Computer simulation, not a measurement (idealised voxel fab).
The document below concerns the process module designated voxel plated lines.
245 nm wide, 5 nm square cells: that's cross-section cut.
Square cells in a grid make up a cross-section in this document, and the grid is given as bands, listed from the top down, each one or more rows of cells.
Heights first: top, then bottom, in nm. Then materials, left to right, each with a width in nm. "edge to edge" on a single material: fills the band edge to edge. "blank": empty space.
All heights in this document are referenced to 0, defined as the level beneath which the wafer, as received, consists entirely of one material. The lowest band is not bounded below; it extends indefinitely downward and is written in the form "z 0 and below".
With a width like "30 to 40", each row of cells in the band differs from the next by the same amount, the top row carrying the first number and the bottom row the second.
No cell of the cross-section changed in a step that is given as "remained unchanged".
The entry "Entrapped void list" lists the empty spaces that cover at least 8 cells and have no open path to the top. Each is written as width x height at distance, where the distance is measured from the left edge and all three values are in nm.
Text after the settings on a step's line: the simulator's own remark on that step.
overlay nm: mask right of planned place by this much (step with mask). Neg. = left.

## List of planned process steps
step 1: RECEIVE (material Si)
step 2: CONFORMAL_DEP (material SiO2; thk nm 10)
step 3: DIRECTIONAL_DEP (material TiN; thk nm 5)
step 4: PATTERN (tone open; mask id LINES; material resist; width nm 25; pitch nm 55; thk nm 15; overlay nm 0)
step 5: EPI (material Ru; thk nm 10)
step 6: STRIP (etch materials resist)
step 7: DIRECTIONAL_ETCH (etch materials TiN; depth nm 5)
step 8: CONFORMAL_DEP (material SiCN; thk nm 10)

## Wafer as received: cross-section following step 1
> z 0 and below | Si edge to edge
> Entrapped void list: none

## Post-module cross-section: identical start and plan to those above, one misstep in execution
> z 35 to 25 | 65 of blank, 45 of SiCN, 10 of blank, 45 of SiCN, 80 of blank
> z 25 to 20 | 65 of blank, 10 of SiCN, 25 of Ru, 10 of SiCN, 10 of blank, 10 of SiCN, 25 of Ru, 10 of SiCN, 80 of blank
> z 20 to 15 | 75 of SiCN, 25 of Ru, 30 of SiCN, 25 of Ru, 90 of SiCN
> z 15 to 10 | 75 of SiCN, 25 of TiN, 30 of SiCN, 25 of TiN, 90 of SiCN
> z 10 to 0 | SiO2 edge to edge
> z 0 and below | Si edge to edge
> Entrapped void list: none
Nonconformance to the process plan: so step 4 ended up running with a different setting than we planned, it ran as PATTERN (tone open; mask id LINES; material resist; width nm 25; pitch nm 55; thk nm 15; overlay nm -5)
